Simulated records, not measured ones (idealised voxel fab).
process module | voxel capacitor over wiring
cross-section cut | 265 nm wide | cells 5 nm
A cross-section is a grid of square cells, given in bands from the top down. A band is one or more rows of cells.
Each band's line starts with the height of the band's top and of its bottom, in nm. Then come its materials from left to right, each with its width in nm. One material with "throughout" fills the band from edge to edge. "air" is empty space.
Height 0 is the level under which the wafer as received is all one material. The lowest band goes on downwards, as in "0 down".
A width such as "30 to 40" changes by the same amount from each row of cells to the next, from the band's top row to its bottom row.
"no change" after a step means that no cell of the cross-section changed.
closed voids: empty space of 8 cells or more with no open way to the top, each as width x height at its distance from the left edge, in nm
after a step's settings: what the simulator itself notes on the step
overlay nm, on a step with a mask: how far to the right of its planned place the mask lay; to the left if negative
plan
1 op RECEIVE | material Si
2 op CONFORMAL_DEP | material SiO2 | thk nm 15
3 op CONFORMAL_DEP | material SiCN | thk nm 5
4 op DIRECTIONAL_DEP | material lowk | thk nm 20
5 op DIRECTIONAL_DEP | material aC | thk nm 10
6 op PATTERN | tone open | mask id METAL_1 | material resist | width nm 30 | pitch nm 80 | thk nm 25 | overlay nm 0
7 op DIRECTIONAL_ETCH | etch materials aC | depth nm 10
8 op STRIP | etch materials resist
9 op DIRECTIONAL_ETCH | etch materials lowk | depth nm 20
10 op DIRECTIONAL_ETCH | etch materials SiCN | depth nm 5
11 op STRIP | etch materials aC
12 op CONFORMAL_DEP | material TiN | thk nm 5
13 op FILL_DEP | material Ru | thk nm 10
14 op CMP | height nm 40
15 op EPI | material Ru | thk nm 5
16 op FILL_DEP | material SiCN | thk nm 5
17 op DIRECTIONAL_DEP | material SiO2 | thk nm 20
18 op DIRECTIONAL_DEP | material aC | thk nm 10
19 op PATTERN | tone open | mask id PLUG_1 | material resist | width nm 15 | thk nm 25 | overlay nm 0
20 op DIRECTIONAL_ETCH | etch materials aC | depth nm 10
21 op STRIP | etch materials resist
22 op DIRECTIONAL_ETCH | etch materials SiO2 | depth nm 20
23 op DIRECTIONAL_ETCH | etch materials SiCN | depth nm 5
24 op STRIP | etch materials aC
25 op CONFORMAL_DEP | material TiN | thk nm 5
26 op FILL_DEP | material Cu | thk nm 5
27 op CMP | height nm 70
28 op DIRECTIONAL_DEP | material TiN | thk nm 5
29 op DIRECTIONAL_DEP | material SiN | thk nm 5
30 op DIRECTIONAL_DEP | material TiN | thk nm 5
31 op DIRECTIONAL_DEP | material aC | thk nm 15
32 op PATTERN | tone cover | mask id UPPER_PLATE | material resist | width nm 55 | thk nm 30 | overlay nm 0
33 op DIRECTIONAL_ETCH | etch materials aC | depth nm 15
34 op STRIP | etch materials resist
35 op DIRECTIONAL_ETCH | etch materials TiN | depth nm 5
36 op DIRECTIONAL_ETCH | etch materials SiN | depth nm 5
37 op STRIP | etch materials aC
38 op MASKED_ETCH | tone cover | mask id LOWER_PLATE | width nm 65 | etch materials TiN | depth nm 5 | overlay nm 0
39 op FILL_DEP | material SiO2 | thk nm 15
40 op CMP | height nm 95
41 op MASKED_ETCH | tone open | mask id PLUG_2 | width nm 15 | etch materials SiO2 | depth nm 10 | overlay nm -15
42 op CONFORMAL_DEP | material TiN | thk nm 5
43 op FILL_DEP | material Cu | thk nm 5
44 op CMP | height nm 95
45 op CONFORMAL_DEP | material SiCN | thk nm 5
varied across the wafers: overlay nm of step 41. The plan shows the first wafer's value. All wafers start alike
first wafer as received, after step 1
  0 down: Si throughout
  closed voids: none
first wafer at the end, after step 45
  100 to 95: SiCN throughout
  95 to 90: SiO2 85 | TiN 5 | Cu 5 | TiN 5 | SiO2 165
  90 to 80: SiO2 85 to 90 | TiN 15 to 55 | SiO2 165 to 120
  80 to 75: SiO2 90 | SiN 55 | SiO2 120
  75 to 70: SiO2 85 | TiN 65 | SiO2 115
  70 to 50: SiO2 90 | TiN 5 | Cu 5 | TiN 5 | SiO2 160
  50 to 45: SiCN 90 | TiN 15 | SiCN 160
  45 to 40: SiCN 70 | Ru 40 | SiCN 40 | Ru 40 | SiCN 75
  40 to 20: lowk 75 | TiN 5 | Ru 20 | TiN 5 | lowk 50 | TiN 5 | Ru 20 | TiN 5 | lowk 80
  20 to 15: SiCN 75 | TiN 30 | SiCN 50 | TiN 30 | SiCN 80
  15 to 0: SiO2 throughout
  0 down: Si throughout
  closed voids: none
last wafer at the end
  100 to 95: SiCN throughout
  95 to 90: SiO2 115 | TiN 5 | Cu 5 | TiN 5 | SiO2 135
  90 to 80: SiO2 115 to 90 | TiN 15 to 55 | SiO2 135 to 120
  80 to 75: SiO2 90 | SiN 55 | SiO2 120
  75 to 70: SiO2 85 | TiN 65 | SiO2 115
  70 to 50: SiO2 90 | TiN 5 | Cu 5 | TiN 5 | SiO2 160
  50 to 45: SiCN 90 | TiN 15 | SiCN 160
  45 to 40: SiCN 70 | Ru 40 | SiCN 40 | Ru 40 | SiCN 75
  40 to 20: lowk 75 | TiN 5 | Ru 20 | TiN 5 | lowk 50 | TiN 5 | Ru 20 | TiN 5 | lowk 80
  20 to 15: SiCN 75 | TiN 30 | SiCN 50 | TiN 30 | SiCN 80
  15 to 0: SiO2 throughout
  0 down: Si throughout
  closed voids: none
each wafer at the end: cells of each material gained (+) or lost (-) since it was received, then its closed voids
overlay nm -15 | +5 Cu | +48 Ru | +181 SiCN | +11 SiN | +583 SiO2 | +68 TiN | +164 lowk | closed voids: none
overlay nm -10 | +5 Cu | +48 Ru | +181 SiCN | +11 SiN | +583 SiO2 | +68 TiN | +164 lowk | closed voids: none
overlay nm -5 | +5 Cu | +48 Ru | +181 SiCN | +11 SiN | +583 SiO2 | +68 TiN | +164 lowk | closed voids: none
overlay nm 0 | +5 Cu | +48 Ru | +181 SiCN | +11 SiN | +583 SiO2 | +68 TiN | +164 lowk | closed voids: none
overlay nm 5 | +5 Cu | +48 Ru | +181 SiCN | +11 SiN | +583 SiO2 | +68 TiN | +164 lowk | closed voids: none
overlay nm 10 | +5 Cu | +48 Ru | +181 SiCN | +11 SiN | +583 SiO2 | +68 TiN | +164 lowk | closed voids: none
overlay nm 15 | +5 Cu | +48 Ru | +181 SiCN | +11 SiN | +583 SiO2 | +68 TiN | +164 lowk | closed voids: none
